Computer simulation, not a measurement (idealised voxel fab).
process module | voxel self aligned contacts
cross-section cut | 230 nm wide | cells 5 nm
A cross-section is a grid of square cells, given in bands from the top down. A band is one or more rows of cells.
Each band's line starts with the height of the band's top and of its bottom, in nm. Then come its materials from left to right, each with its width in nm. One material with "throughout" fills the band from edge to edge. "air" is empty space.
Height 0 is the level under which the wafer as received is all one material. The lowest band goes on downwards, as in "0 down".
A width such as "30 to 40" changes by the same amount from each row of cells to the next, from the band's top row to its bottom row.
"no change" after a step means that no cell of the cross-section changed.
closed voids: empty space of 8 cells or more with no open way to the top, each as width x height at its distance from the left edge, in nm
after a step's settings: what the simulator itself notes on the step
overlay nm, on a step with a mask: how far to the right of its planned place the mask lay; to the left if negative
plan
1 op RECEIVE | material Si
2 op CONFORMAL_DEP | material SiO2 | thk nm 5
3 op DIRECTIONAL_DEP | material polySi | thk nm 30
4 op DIRECTIONAL_DEP | material SiN | thk nm 15
5 op DIRECTIONAL_DEP | material aC | thk nm 15
6 op PATTERN | tone cover | mask id GATE | material resist | width nm 25 | pitch nm 55 | thk nm 35 | overlay nm 0
7 op DIRECTIONAL_ETCH | etch materials aC | depth nm 15
8 op STRIP | etch materials resist
9 op DIRECTIONAL_ETCH | etch materials SiN | depth nm 15
10 op DIRECTIONAL_ETCH | etch materials polySi | depth nm 30
11 op STRIP | etch materials aC
12 op CONFORMAL_DEP | material SiN | thk nm 5
13 op DIRECTIONAL_ETCH | etch materials SiN | depth nm 5
14 op FILL_DEP | material SiO2 | thk nm 20
15 op CMP | height nm 60
16 op DIRECTIONAL_DEP | material aC | thk nm 10
17 op PATTERN | tone open | mask id CONTACT | material resist | width nm 40 | thk nm 30 | overlay nm 0
18 op DIRECTIONAL_ETCH | etch materials aC | depth nm 10
19 op STRIP | etch materials resist
20 op DIRECTIONAL_ETCH | etch materials SiO2 | depth nm 60
21 op STRIP | etch materials aC
22 op CONFORMAL_DEP | material TiN | thk nm 5
23 op FILL_DEP | material W | thk nm 10
24 op CMP | height nm 60
25 op CONFORMAL_DEP | material SiN | thk nm 5
as received, after step 1
  0 down: Si throughout
  closed voids: none
first wafer at the end, as planned
  65 to 60: SiN throughout
  60 to 50: SiO2 95 | TiN 5 to 15 | W 30 to 10 | TiN 5 to 15 | SiO2 95
  50 to 35: SiO2 70 | SiN 35 | TiN 5 | W 10 | TiN 5 | SiN 35 | SiO2 70
  35 to 5: SiO2 70 | SiN 5 | polySi 25 | SiN 5 | TiN 5 | W 10 | TiN 5 | SiN 5 | polySi 25 | SiN 5 | SiO2 70
  5 to 0: SiO2 105 | TiN 20 | SiO2 105
  0 down: Si throughout
  closed voids: none
second wafer at the end: like start, like plan, one mistake
  65 to 60: SiN throughout
  60 to 40: SiO2 70 | SiN 5 | polySi 25 | SiN 5 | TiN 5 | W 10 | TiN 5 | SiN 5 | polySi 25 | SiN 5 | SiO2 70
  40 to 35: SiO2 70 | SiN 5 | polySi 25 | SiN 5 | TiN 20 | SiN 5 | polySi 25 | SiN 5 | SiO2 70
  35 to 5: polySi throughout
  5 to 0: SiO2 throughout
  0 down: Si throughout
  closed voids: none
what went wrong: step 3 was run twice
at the end the second wafer has, in cells: 46 fewer of SiN | 184 fewer of SiO2 | 18 fewer of TiN | 18 fewer of W | 266 more of polySi
